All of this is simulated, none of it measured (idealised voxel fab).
Documented hereafter: the process module known as voxel self aligned vias.
290 nm wide, 5 nm square cells: that's cross-section cut.
Cross-section, as written here: a square-cell grid given band by band from the top down, where a band holds one or more rows of cells.
Quick guide to a band line: top height, bottom height (nm) up front; then every material left to right with its width in nm. Only one material and it's marked "full width"? Then it fills the band edge to edge. And "empty" just means empty space.
Counting heights begins at 0, where everything beneath is, in the wafer as received, one material. The lowest band has no bottom; it goes on downwards, as "z 0 and below" shows.
With a width like "30..40", each row of cells in the band differs from the next by the same amount, the top row carrying the first number and the bottom row the second.
Given "nothing altered" for a step, no cell of the cross-section differs between before and after that step.
In "Enclosed cavities" the enclosed voids are listed, meaning empty spaces of 8 cells or larger without any opening to the top. The form is width x height at distance, distance from the left edge, units nm.
That trailing text on a step's line, after the settings, is the simulator's own remark on the step.
overlay nm, on a step with a mask: how far to the right of its planned place the mask lay; to the left if negative
## List of planned process steps
step 1: RECEIVE,material Si
step 2: CONFORMAL_DEP,material SiO2,thk nm 10
step 3: CONFORMAL_DEP,material SiCN,thk nm 5
step 4: DIRECTIONAL_DEP,material SiO2,thk nm 20
step 5: MASKED_ETCH,tone open,mask id LINES,width nm 25,pitch nm 50,etch materials SiO2,depth nm 20,overlay nm 0
step 6: CONFORMAL_DEP,material TiN,thk nm 5
step 7: FILL_DEP,material Ru,thk nm 5
step 8: CMP,height nm 35
step 9: SELECTIVE_ETCH,etch materials W Ru TiN,depth nm 5
step 10: FILL_DEP,material SiN,thk nm 10
step 11: CMP,height nm 35
step 12: DIRECTIONAL_DEP,material SiO2,thk nm 15
step 13: DIRECTIONAL_DEP,material aC,thk nm 10
step 14: PATTERN,tone open,mask id VIAS,material resist,width nm 35,pitch nm 50,thk nm 30,overlay nm 0
step 15: DIRECTIONAL_ETCH,etch materials aC,depth nm 10
step 16: STRIP,etch materials resist
step 17: DIRECTIONAL_ETCH,etch materials SiO2,depth nm 15
step 18: DIRECTIONAL_ETCH,etch materials SiN,depth nm 5
step 19: STRIP,etch materials aC
step 20: CONFORMAL_DEP,material TiN,thk nm 5
step 21: FILL_DEP,material Cu,thk nm 5
step 22: CMP,height nm 50
step 23: CONFORMAL_DEP,material SiN,thk nm 5
## Cross-section of the incoming wafer, state after step 1
> z 0 and below  Si full width
> Enclosed cavities: none
## Result of the module, cross-sectioned: start per above, plan per above, one error in how it was run
> z 55 to 50  SiN full width
> z 50 to 40  SiO2 100 nm / TiN 5 nm / Cu 25 nm / TiN 5 nm / SiO2 15 nm / TiN 5 nm / Cu 25 nm / TiN 5 nm / SiO2 105 nm
> z 40 to 35  SiO2 100 nm / TiN 10 nm / Cu 15 nm / TiN 10 nm / SiO2 15 nm / TiN 10 nm / Cu 15 nm / TiN 10 nm / SiO2 105 nm
> z 35 to 30  SiO2 105 nm / TiN 25 nm / SiO2 25 nm / TiN 25 nm / SiO2 110 nm
> z 30 to 20  SiO2 105 nm / TiN 5 nm / Ru 15 nm / TiN 5 nm / SiO2 25 nm / TiN 5 nm / Ru 15 nm / TiN 5 nm / SiO2 110 nm
> z 20 to 15  SiO2 105 nm / TiN 25 nm / SiO2 25 nm / TiN 25 nm / SiO2 110 nm
> z 15 to 10  SiCN full width
> z 10 to 0  Ru full width
> z 0 and below  Si full width
> Enclosed cavities: none
What broke from the plan during processing? step 2 deviated from plan and actually ran as CONFORMAL_DEP,material Ru,thk nm 10
